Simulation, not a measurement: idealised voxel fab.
Process module heading - voxel fin reveal
Section shown: cut. Width: 160 nm. Cell size: 5 nm, square.
Throughout this document, each cross-section is represented as a grid of square cells and is presented as a sequence of bands enumerated from the top downward, where a band comprises one or more rows of cells. Band: top and bottom heights (nm) first, top before bottom; then materials from left to right, widths in nm. "throughout" marks a sole material filling the band edge to edge. "empty" denotes empty space. Ref level 0: as-received wafer is one material below here. Bottom band extends down with no lower bound ("top 0, no bottom"). A width such as "30->40" changes by the same amount from each row of cells to the next, from the band's top row to its bottom row. Any step labelled "everything unchanged" changed none of the cells in the cross-section. "Closed voids list": sealed empty spaces, 8 cells or more, no open way to top, listed width x height at distance, with distance from the left edge and width, height and distance in nm. Anything after a step's settings on that line? It's the simulator's own note about the step. overlay nm: on a step with a mask, how far right of its planned place the mask lay; negative means left.
So here's the lineup of process steps we planned:
- 1: RECEIVE | material Si
- 2: CONFORMAL_DEP | material SiN | thk nm 5
- 3: PATTERN | tone cover | mask id FINS | material resist | width nm 15 | pitch nm 35 | thk nm 20 | overlay nm 0
- 4: DIRECTIONAL_ETCH | etch materials SiN | depth nm 5
- 5: DIRECTIONAL_ETCH | etch materials Si | depth nm 40
- 6: STRIP | etch materials resist
- 7: FILL_DEP | material SiO2 | thk nm 15
- 8: CMP | height nm 5
- 9: SELECTIVE_ETCH | etch materials SiO2 | depth nm 35
- 10: STRIP | etch materials SiN
As received, after step 1:
- top 0, no bottom | Si throughout
- Closed voids list: none
First of two wafers at the end of the module, shown in cross-section; run carried out as planned:
- top 0, bottom -30 | empty (35) / Si (15) / empty (20) / Si (15) / empty (20) / Si (15) / empty (40)
- top -30, bottom -40 | SiO2 (35) / Si (15) / SiO2 (20) / Si (15) / SiO2 (20) / Si (15) / SiO2 (40)
- top -40, no bottom | Si throughout
- Closed voids list: none
Wafer two (of two), end-of-module cross-section: start = wafer one, plan = wafer one, one run mistake:
- top 0, bottom -30 | empty (35) / Si (20) / empty (15) / Si (20) / empty (15) / Si (20) / empty (35)
- top -30, bottom -40 | SiO2 (35) / Si (20) / SiO2 (15) / Si (20) / SiO2 (15) / Si (20) / SiO2 (35)
- top -40, no bottom | Si throughout
- Closed voids list: none
Short version of what went wrong: it should be noted that step 3 was executed with settings other than those planned, the operation and settings actually applied being PATTERN | tone cover | mask id FINS | material resist | width nm 20 | pitch nm 35 | thk nm 20 | overlay nm 0
at the end the second wafer has, in cells: Si: 24 more, SiO2: 6 fewer
